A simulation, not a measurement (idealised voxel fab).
Module name: voxel transistor to metal (process module)
Cross-sectional view cut (width: 260 nm; square cell size: 5 nm).
Cross-section, as written here: a square-cell grid given band by band from the top down, where a band holds one or more rows of cells. Heads up on the band format: heights come first, top then bottom, in nm. After that it's the materials left to right, each with its width in nm. A single material flagged "all across" fills the whole band edge to edge, and "blank" means there's empty space there. For the purposes of this specification, 0 denotes the height below which the wafer in its as-received condition is composed wholly of one material, and the lowermost band, lacking a lower limit, extends downward without end, as expressed in "0 and below". Note: "30->40" means the width goes from the first number (top row of the band) to the second number (bottom row) in equal steps per row of cells. It should be understood that the words "no change", when stated for a given step, signify that the cross-section underwent no change in any of its cells during that step. In the "Closed cavity list" entry, you get each enclosed empty space of 8 cells or more, one with no open way to the top, written width x height at distance, distance from the left edge, in nm. after a step's settings: what the simulator itself notes on the step. The optional step-line setting "overlay nm" applies to steps with a mask and quantifies how far to the right of its planned location the mask lay, a negative value indicating leftward placement.
# The planned process steps are enumerated hereunder
1 RECEIVE, material Si
2 OXIDIZE, depth nm 5
3 CONFORMAL_DEP, material SiN, thk nm 10
4 PATTERN, tone cover, mask id ACTIVE, material resist, width nm 105, pitch nm 125, thk nm 15, overlay nm 0
5 DIRECTIONAL_ETCH, etch materials SiN, depth nm 10
6 DIRECTIONAL_ETCH, etch materials SiO2, depth nm 5
7 DIRECTIONAL_ETCH, etch materials Si, depth nm 30
8 STRIP, etch materials resist
9 OXIDIZE, depth nm 5
10 FILL_DEP, material SiO2, thk nm 15
11 CMP, height nm 10
12 SELECTIVE_ETCH, etch materials SiO2, depth nm 5
13 STRIP, etch materials SiN
14 SELECTIVE_ETCH, etch materials SiO2, depth nm 5
15 OXIDIZE, depth nm 5
16 DIRECTIONAL_DEP, material polySi, thk nm 30
17 DIRECTIONAL_DEP, material SiCN, thk nm 10
18 MASKED_ETCH, tone cover, mask id GATE, width nm 15, pitch nm 125, etch materials SiCN, depth nm 20, overlay nm 0
19 MASKED_ETCH, tone cover, mask id GATE, width nm 15, pitch nm 125, etch materials polySi, depth nm 40, overlay nm 0
20 CONFORMAL_DEP, material SiO2, thk nm 5
21 DIRECTIONAL_ETCH, etch materials SiO2, depth nm 5
22 CONFORMAL_DEP, material SiN, thk nm 10
23 DIRECTIONAL_ETCH, etch materials SiN, depth nm 10
24 DIRECTIONAL_ETCH, etch materials SiO2, depth nm 5
25 EPI, material SiGe, thk nm 5
26 FILL_DEP, material SiO2, thk nm 10
27 CMP, height nm 35
28 DIRECTIONAL_DEP, material SiO2, thk nm 15
29 PATTERN, tone open, mask id CONTACT, material resist, width nm 20, thk nm 15, overlay nm 0
30 DIRECTIONAL_ETCH, etch materials SiO2, depth nm 55
31 STRIP, etch materials resist
32 CONFORMAL_DEP, material TiN, thk nm 5
33 FILL_DEP, material Ru, thk nm 5
34 CMP, height nm 50
35 CONFORMAL_DEP, material SiCN, thk nm 5
36 DIRECTIONAL_DEP, material lowk, thk nm 15
37 MASKED_ETCH, tone open, mask id METAL_1, width nm 20, etch materials lowk, depth nm 15, overlay nm 0
38 MASKED_ETCH, tone open, mask id METAL_1, width nm 20, etch materials SiCN, depth nm 5, overlay nm 0
39 CONFORMAL_DEP, material TiN, thk nm 5
40 FILL_DEP, material W, thk nm 10
41 CMP, height nm 70
42 CONFORMAL_DEP, material SiCN, thk nm 5
43 DIRECTIONAL_DEP, material SiO2, thk nm 35
44 DIRECTIONAL_DEP, material aC, thk nm 10
45 PATTERN, tone open, mask id METAL_2_HOLES, material resist, width nm 15, pitch nm 125, thk nm 30, overlay nm 0
46 DIRECTIONAL_ETCH, etch materials aC, depth nm 10
47 STRIP, etch materials resist
48 DIRECTIONAL_ETCH, etch materials SiO2, depth nm 35
49 STRIP, etch materials aC
50 PATTERN, tone open, mask id METAL_2, material resist, width nm 20, pitch nm 125, thk nm 20, overlay nm 0
51 DIRECTIONAL_ETCH, etch materials SiO2, depth nm 20
52 DIRECTIONAL_ETCH, etch materials SiCN, depth nm 5
53 STRIP, etch materials resist
54 CONFORMAL_DEP, material TiN, thk nm 5
55 FILL_DEP, material Cu, thk nm 5
56 CMP, height nm 110
57 CONFORMAL_DEP, material SiN, thk nm 5
# Cross-section of the wafer as it came to us, i.e., already through step 1
  0 and below = Si all across
  Closed cavity list: none
# End-of-module XS, first of two wafers, run as planned
  115 down to 110 = SiN all across
  110 down to 95 = 25 of SiO2  5 of TiN  10 of Cu  5 of TiN  105 of SiO2  5 of TiN  10 of Cu  5 of TiN  90 of SiO2
  95 down to 90 = 25 of SiO2  5 of TiN  5 of Cu  10 of TiN  105 of SiO2  5 of TiN  5 of Cu  10 of TiN  90 of SiO2
  90 down to 75 = 25 of SiO2  5 of TiN  5 of Cu  5 of TiN  110 of SiO2  5 of TiN  5 of Cu  5 of TiN  95 of SiO2
  75 down to 70 = 25 of SiCN  15 of TiN  110 of SiCN  15 of TiN  95 of SiCN
  70 down to 55 = 25 of lowk  5 of TiN  10 of W  5 of TiN  45 of lowk  5 of TiN  10 of W  5 of TiN  40 of lowk  5 of TiN  10 of W  5 of TiN  45 of lowk  5 of TiN  10 of W  5 of TiN  25 of lowk
  55 down to 50 = 25 of SiCN  20 of TiN  45 of SiCN  20 of TiN  40 of SiCN  20 of TiN  45 of SiCN  20 of TiN  25 of SiCN
  50 down to 35 = 25 of SiO2  5 of TiN  10 of Ru  5 of TiN  45 of SiO2  5 of TiN  10 of Ru  5 of TiN  40 of SiO2  5 of TiN  10 of Ru  5 of TiN  45 of SiO2  5 of TiN  10 of Ru  5 of TiN  25 of SiO2
  35 down to 25 = 25 of SiO2  5 of TiN  10 of Ru  5 of TiN  10 of SiN  5 of SiO2  15 of SiCN  5 of SiO2  10 of SiN  5 of TiN  10 of Ru  5 of TiN  40 of SiO2  5 of TiN  10 of Ru  5 of TiN  10 of SiN  5 of SiO2  15 of SiCN  5 of SiO2  10 of SiN  5 of TiN  10 of Ru  5 of TiN  25 of SiO2
  25 down to 0 = 25 of SiO2  5 of TiN  10 of Ru  5 of TiN  10 of SiN  5 of SiO2  15 of polySi  5 of SiO2  10 of SiN  5 of TiN  10 of Ru  5 of TiN  40 of SiO2  5 of TiN  10 of Ru  5 of TiN  10 of SiN  5 of SiO2  15 of polySi  5 of SiO2  10 of SiN  5 of TiN  10 of Ru  5 of TiN  25 of SiO2
  0 down to -5 = 15 of SiO2  10 of SiN  20 of TiN  10 of SiN  5 of SiO2  15 of polySi  5 of SiO2  10 of SiN  20 of TiN  10 of SiN  20 of SiO2  10 of SiN  20 of TiN  10 of SiN  5 of SiO2  15 of polySi  5 of SiO2  10 of SiN  20 of TiN  10 of SiN  15 of SiO2
  -5 down to -10 = 25 of SiO2  20 of SiGe  45 of SiO2  20 of SiGe  40 of SiO2  20 of SiGe  45 of SiO2  20 of SiGe  25 of SiO2
  -10 down to -40 = 20 of SiO2  95 of Si  30 of SiO2  95 of Si  20 of SiO2
  -40 and below = Si all across
  Closed cavity list: none
# Cross-section, wafer two of two, end of module: same start and plan as wafer one, one error in execution
  115 down to 110 = SiN all across
  110 down to 95 = 25 of SiO2  5 of TiN  10 of Cu  5 of TiN  105 of SiO2  5 of TiN  10 of Cu  5 of TiN  90 of SiO2
  95 down to 90 = 25 of SiO2  5 of TiN  5 of Cu  10 of TiN  105 of SiO2  5 of TiN  5 of Cu  10 of TiN  90 of SiO2
  90 down to 75 = 25 of SiO2  5 of TiN  5 of Cu  5 of TiN  110 of SiO2  5 of TiN  5 of Cu  5 of TiN  95 of SiO2
  75 down to 70 = 25 of SiCN  15 of TiN  110 of SiCN  15 of TiN  95 of SiCN
  70 down to 60 = 20 of W  5 of TiN  20 of lowk  5 of TiN  35 of W  5 of TiN  20 of lowk  5 of TiN  30 of W  5 of TiN  20 of lowk  5 of TiN  35 of W  5 of TiN  20 of lowk  5 of TiN  20 of W
  60 down to 55 = 25 of TiN  20 of lowk  45 of TiN  20 of lowk  40 of TiN  20 of lowk  45 of TiN  20 of lowk  25 of TiN
  55 down to 50 = SiCN all across
  50 down to 35 = 25 of SiO2  5 of TiN  10 of Ru  5 of TiN  45 of SiO2  5 of TiN  10 of Ru  5 of TiN  40 of SiO2  5 of TiN  10 of Ru  5 of TiN  45 of SiO2  5 of TiN  10 of Ru  5 of TiN  25 of SiO2
  35 down to 25 = 25 of SiO2  5 of TiN  10 of Ru  5 of TiN  10 of SiN  5 of SiO2  15 of SiCN  5 of SiO2  10 of SiN  5 of TiN  10 of Ru  5 of TiN  40 of SiO2  5 of TiN  10 of Ru  5 of TiN  10 of SiN  5 of SiO2  15 of SiCN  5 of SiO2  10 of SiN  5 of TiN  10 of Ru  5 of TiN  25 of SiO2
  25 down to 0 = 25 of SiO2  5 of TiN  10 of Ru  5 of TiN  10 of SiN  5 of SiO2  15 of polySi  5 of SiO2  10 of SiN  5 of TiN  10 of Ru  5 of TiN  40 of SiO2  5 of TiN  10 of Ru  5 of TiN  10 of SiN  5 of SiO2  15 of polySi  5 of SiO2  10 of SiN  5 of TiN  10 of Ru  5 of TiN  25 of SiO2
  0 down to -5 = 15 of SiO2  10 of SiN  20 of TiN  10 of SiN  5 of SiO2  15 of polySi  5 of SiO2  10 of SiN  20 of TiN  10 of SiN  20 of SiO2  10 of SiN  20 of TiN  10 of SiN  5 of SiO2  15 of polySi  5 of SiO2  10 of SiN  20 of TiN  10 of SiN  15 of SiO2
  -5 down to -10 = 25 of SiO2  20 of SiGe  45 of SiO2  20 of SiGe  40 of SiO2  20 of SiGe  45 of SiO2  20 of SiGe  25 of SiO2
  -10 down to -40 = 20 of SiO2  95 of Si  30 of SiO2  95 of Si  20 of SiO2
  -40 and below = Si all across
  Closed cavity list: none
Plan not followed: off-plan run, step 37, actual operation and settings MASKED_ETCH, tone cover, mask id METAL_1, width nm 20, etch materials lowk, depth nm 15, overlay nm 0
At the finish, the second wafer shows more or fewer cells for some materials than the first does: 16 more of SiCN; 12 more of TiN; 32 more of W; 60 fewer of lowk
